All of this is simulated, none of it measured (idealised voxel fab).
process module | voxel plated lines
cross-section cut | 265 nm wide | cells 5 nm
A cross-section is a grid of square cells, given in bands from the top down. A band is one or more rows of cells.
Each band's line starts with the height of the band's top and of its bottom, in nm. Then come its materials from left to right, each with its width in nm. One material with "throughout" fills the band from edge to edge. "air" is empty space.
Height 0 is the level under which the wafer as received is all one material. The lowest band goes on downwards, as in "0 down".
A width such as "30 to 40" changes by the same amount from each row of cells to the next, from the band's top row to its bottom row.
"no change" after a step means that no cell of the cross-section changed.
closed voids: empty space of 8 cells or more with no open way to the top, each as width x height at its distance from the left edge, in nm
after a step's settings: what the simulator itself notes on the step
overlay nm, on a step with a mask: how far to the right of its planned place the mask lay; to the left if negative
plan
1 op RECEIVE | material Si
2 op CONFORMAL_DEP | material SiO2 | thk nm 5
3 op DIRECTIONAL_DEP | material TiN | thk nm 5
4 op PATTERN | tone open | mask id LINES | material resist | width nm 20 | pitch nm 45 | thk nm 25 | overlay nm 0
5 op EPI | material Ru | thk nm 5
6 op EPI | material Ru | thk nm 5
7 op STRIP | etch materials resist
8 op DIRECTIONAL_ETCH | etch materials TiN | depth nm 5
9 op CONFORMAL_DEP | material SiN | thk nm 5
first wafer, as planned
as received, after step 1
  0 down: Si throughout
  closed voids: none
after step 2
  5 to 0: SiO2 throughout
  below 0: unchanged
after step 3
  10 to 5: TiN throughout
  below 5: unchanged
after step 4
  35 to 10: resist 55 | air 20 | resist 25 | air 20 | resist 25 | air 20 | resist 25 | air 20 | resist 55
  below 10: unchanged
after step 5
  35 to 15: resist 55 | air 20 | resist 25 | air 20 | resist 25 | air 20 | resist 25 | air 20 | resist 55
  15 to 10: resist 55 | Ru 20 | resist 25 | Ru 20 | resist 25 | Ru 20 | resist 25 | Ru 20 | resist 55
  below 10: unchanged
after step 6
  35 to 20: resist 55 | air 20 | resist 25 | air 20 | resist 25 | air 20 | resist 25 | air 20 | resist 55
  20 to 10: resist 55 | Ru 20 | resist 25 | Ru 20 | resist 25 | Ru 20 | resist 25 | Ru 20 | resist 55
  below 10: unchanged
after step 7
  20 to 10: air 55 | Ru 20 | air 25 | Ru 20 | air 25 | Ru 20 | air 25 | Ru 20 | air 55
  below 10: unchanged
after step 8
  20 to 10: air 55 | Ru 20 | air 25 | Ru 20 | air 25 | Ru 20 | air 25 | Ru 20 | air 55
  10 to 5: air 55 | TiN 20 | air 25 | TiN 20 | air 25 | TiN 20 | air 25 | TiN 20 | air 55
  below 5: unchanged
after step 9
  25 to 20: air 50 | SiN 30 | air 15 | SiN 30 | air 15 | SiN 30 | air 15 | SiN 30 | air 50
  20 to 10: air 50 | SiN 5 | Ru 20 | SiN 5 | air 15 | SiN 5 | Ru 20 | SiN 5 | air 15 | SiN 5 | Ru 20 | SiN 5 | air 15 | SiN 5 | Ru 20 | SiN 5 | air 50
  10 to 5: SiN 55 | TiN 20 | SiN 25 | TiN 20 | SiN 25 | TiN 20 | SiN 25 | TiN 20 | SiN 55
  below 5: unchanged
second wafer: like start, like plan, one mistake. Through step 3 it matches the first wafer
when step 4 should have ended
  35 to 10: resist 55 | air 25 | resist 20 | air 25 | resist 20 | air 25 | resist 20 | air 25 | resist 50
  below 10: unchanged
when step 5 should have ended
  35 to 15: resist 55 | air 25 | resist 20 | air 25 | resist 20 | air 25 | resist 20 | air 25 | resist 50
  15 to 10: resist 55 | Ru 25 | resist 20 | Ru 25 | resist 20 | Ru 25 | resist 20 | Ru 25 | resist 50
  below 10: unchanged
when step 6 should have ended
  35 to 20: resist 55 | air 25 | resist 20 | air 25 | resist 20 | air 25 | resist 20 | air 25 | resist 50
  20 to 10: resist 55 | Ru 25 | resist 20 | Ru 25 | resist 20 | Ru 25 | resist 20 | Ru 25 | resist 50
  below 10: unchanged
when step 7 should have ended
  20 to 10: air 55 | Ru 25 | air 20 | Ru 25 | air 20 | Ru 25 | air 20 | Ru 25 | air 50
  below 10: unchanged
when step 8 should have ended
  20 to 10: air 55 | Ru 25 | air 20 | Ru 25 | air 20 | Ru 25 | air 20 | Ru 25 | air 50
  10 to 5: air 55 | TiN 25 | air 20 | TiN 25 | air 20 | TiN 25 | air 20 | TiN 25 | air 50
  below 5: unchanged
when step 9 should have ended
  25 to 20: air 50 | SiN 35 | air 10 | SiN 35 | air 10 | SiN 35 | air 10 | SiN 35 | air 45
  20 to 10: air 50 | SiN 5 | Ru 25 | SiN 5 | air 10 | SiN 5 | Ru 25 | SiN 5 | air 10 | SiN 5 | Ru 25 | SiN 5 | air 10 | SiN 5 | Ru 25 | SiN 5 | air 45
  10 to 5: SiN 55 | TiN 25 | SiN 20 | TiN 25 | SiN 20 | TiN 25 | SiN 20 | TiN 25 | SiN 50
  below 5: unchanged
what went wrong: step 4 ran as: op PATTERN | tone open | mask id LINES | material resist | width nm 25 | pitch nm 45 | thk nm 25 | overlay nm 0
at the end the second wafer has, in cells: 8 more of Ru | 4 more of TiN
